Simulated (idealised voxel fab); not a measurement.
process module | voxel double patterning
cross-section cut | 155 nm wide | cells 5 nm
A cross-section is a grid of square cells, given in bands from the top down. A band is one or more rows of cells.
Each band's line starts with the height of the band's top and of its bottom, in nm. Then come its materials from left to right, each with its width in nm. One material with "throughout" fills the band from edge to edge. "air" is empty space.
Height 0 is the level under which the wafer as received is all one material. The lowest band goes on downwards, as in "0 down".
A width such as "30 to 40" changes by the same amount from each row of cells to the next, from the band's top row to its bottom row.
"no change" after a step means that no cell of the cross-section changed.
closed voids: empty space of 8 cells or more with no open way to the top, each as width x height at its distance from the left edge, in nm
after a step's settings: what the simulator itself notes on the step
overlay nm, on a step with a mask: how far to the right of its planned place the mask lay; to the left if negative
plan
1 op RECEIVE | material Si
2 op CONFORMAL_DEP | material SiO2 | thk nm 10
3 op DIRECTIONAL_DEP | material TiN | thk nm 15
4 op DIRECTIONAL_DEP | material SiCN | thk nm 10
5 op DIRECTIONAL_DEP | material aC | thk nm 15
6 op PATTERN | tone open | mask id FIRST | material resist | width nm 15 | pitch nm 50 | thk nm 35 | overlay nm 0
7 op DIRECTIONAL_ETCH | etch materials aC | depth nm 15
8 op STRIP | etch materials resist
9 op DIRECTIONAL_ETCH | etch materials SiCN | depth nm 10
10 op STRIP | etch materials aC
11 op MASKED_ETCH | tone open | mask id SECOND | width nm 15 | pitch nm 50 | etch materials SiCN | depth nm 10 | overlay nm 0
12 op DIRECTIONAL_ETCH | etch materials TiN | depth nm 15
13 op STRIP | etch materials SiCN
as received, after step 1
  0 down: Si throughout
  closed voids: none
first wafer at the end, as planned
  25 to 10: TiN 20 | air 15 | TiN 10 | air 15 | TiN 10 | air 15 | TiN 10 | air 15 | TiN 10 | air 15 | TiN 20
  10 to 0: SiO2 throughout
  0 down: Si throughout
  closed voids: none
second wafer at the end: like start, like plan, one mistake
  25 to 10: TiN 20 | air 15 | TiN 5 | air 15 | TiN 15 | air 15 | TiN 5 | air 15 | TiN 15 | air 15 | TiN 20
  10 to 0: SiO2 throughout
  0 down: Si throughout
  closed voids: none
what went wrong: step 11 ran as: op MASKED_ETCH | tone open | mask id SECOND | width nm 15 | pitch nm 50 | etch materials SiCN | depth nm 10 | overlay nm -5
at the end the second wafer has, in cells: as many of each material as the first, in other places
